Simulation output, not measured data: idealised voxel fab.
Process module under the name voxel self aligned contacts
Cross-sectional view cut (width: 225 nm; square cell size: 5 nm).
Format of a cross-section: grid, square cells. Given as bands. Order: top down. Band: one or more rows of cells.
Heights first: top, then bottom, in nm. Then materials, left to right, each with a width in nm. "everywhere" on a single material: fills the band edge to edge. "empty": empty space.
The reference from which all heights are counted is 0, the level beneath which the as-received wafer is entirely one material; the lowest band, having no lower bound, proceeds downward and is written after the example "0..down".
When a width is written as two numbers, as in "30 to 40", the first number is the width in the top row of cells of the band and the second is the width in its bottom row, and the width changes by the same amount from each row to the next.
"remained the same" (step): cross-section cells unchanged, all of them.
You'll see "Encapsulated voids" listing empty spaces that have no way open to the top, as long as they're 8 cells or more; the notation is width x height at distance, where the distance is from the left edge, and all of it is in nm.
Past the settings on a step's line: simulator remark, on that step.
If you see "overlay nm" on a step's line and that step has a mask, it's telling you how far right of where it was planned the mask ended up; a negative number means it went left instead.

This section lists the process steps that were planned:
- 1: RECEIVE: material Si
- 2: CONFORMAL_DEP: material SiO2, thk nm 5
- 3: DIRECTIONAL_DEP: material polySi, thk nm 30
- 4: DIRECTIONAL_DEP: material SiN, thk nm 20
- 5: PATTERN: tone cover, mask id GATE, material resist, width nm 25, pitch nm 60, thk nm 20, overlay nm 0
- 6: DIRECTIONAL_ETCH: etch materials SiN, depth nm 20
- 7: DIRECTIONAL_ETCH: etch materials polySi, depth nm 30
- 8: STRIP: etch materials resist
- 9: CONFORMAL_DEP: material SiN, thk nm 5
- 10: DIRECTIONAL_ETCH: etch materials SiN, depth nm 5
- 11: FILL_DEP: material SiO2, thk nm 15
- 12: CMP: height nm 60
- 13: MASKED_ETCH: tone open, mask id CONTACT, width nm 45, etch materials SiO2, depth nm 60, overlay nm 0
- 14: CONFORMAL_DEP: material TiN, thk nm 5
- 15: FILL_DEP: material Ru, thk nm 10
- 16: CMP: height nm 60
- 17: CONFORMAL_DEP: material SiCN, thk nm 5

Cross-section of the wafer as it came to us, i.e., already through step 1:
* 0..down = Si everywhere
* Encapsulated voids: none

Here's the cross-section of the first of our two wafers at the end of the module - it ran as planned:
* 65..60 = SiCN everywhere
* 60..55 = SiO2: 90  TiN: 15  Ru: 15  TiN: 15  SiO2: 90
* 55..35 = SiO2: 65  SiN: 35  TiN: 5  Ru: 15  TiN: 5  SiN: 35  SiO2: 65
* 35..5 = SiO2: 65  SiN: 5  polySi: 25  SiN: 5  TiN: 5  Ru: 15  TiN: 5  SiN: 5  polySi: 25  SiN: 5  SiO2: 65
* 5..0 = SiO2: 100  TiN: 25  SiO2: 100
* 0..down = Si everywhere
* Encapsulated voids: none

Here is the second of the two wafers cut open at the end of the module - same start, same plan as the first one, but we made one mistake running it:
* 80..75 = SiCN everywhere
* 75..65 = Ru everywhere
* 65..60 = TiN: 95  Ru: 35  TiN: 95
* 60..55 = SiO2: 90  TiN: 15  Ru: 15  TiN: 15  SiO2: 90
* 55..35 = SiO2: 65  SiN: 35  TiN: 5  Ru: 15  TiN: 5  SiN: 35  SiO2: 65
* 35..5 = SiO2: 65  SiN: 5  polySi: 25  SiN: 5  TiN: 5  Ru: 15  TiN: 5  SiN: 5  polySi: 25  SiN: 5  SiO2: 65
* 5..0 = SiO2: 100  TiN: 25  SiO2: 100
* 0..down = Si everywhere
* Encapsulated voids: none
Which mistake was made when the wafer was run? plan step 16 was not performed, having been skipped
Looking at both finished wafers in cells, the second ends up ahead of or behind the first on some materials: Ru +97; TiN +38
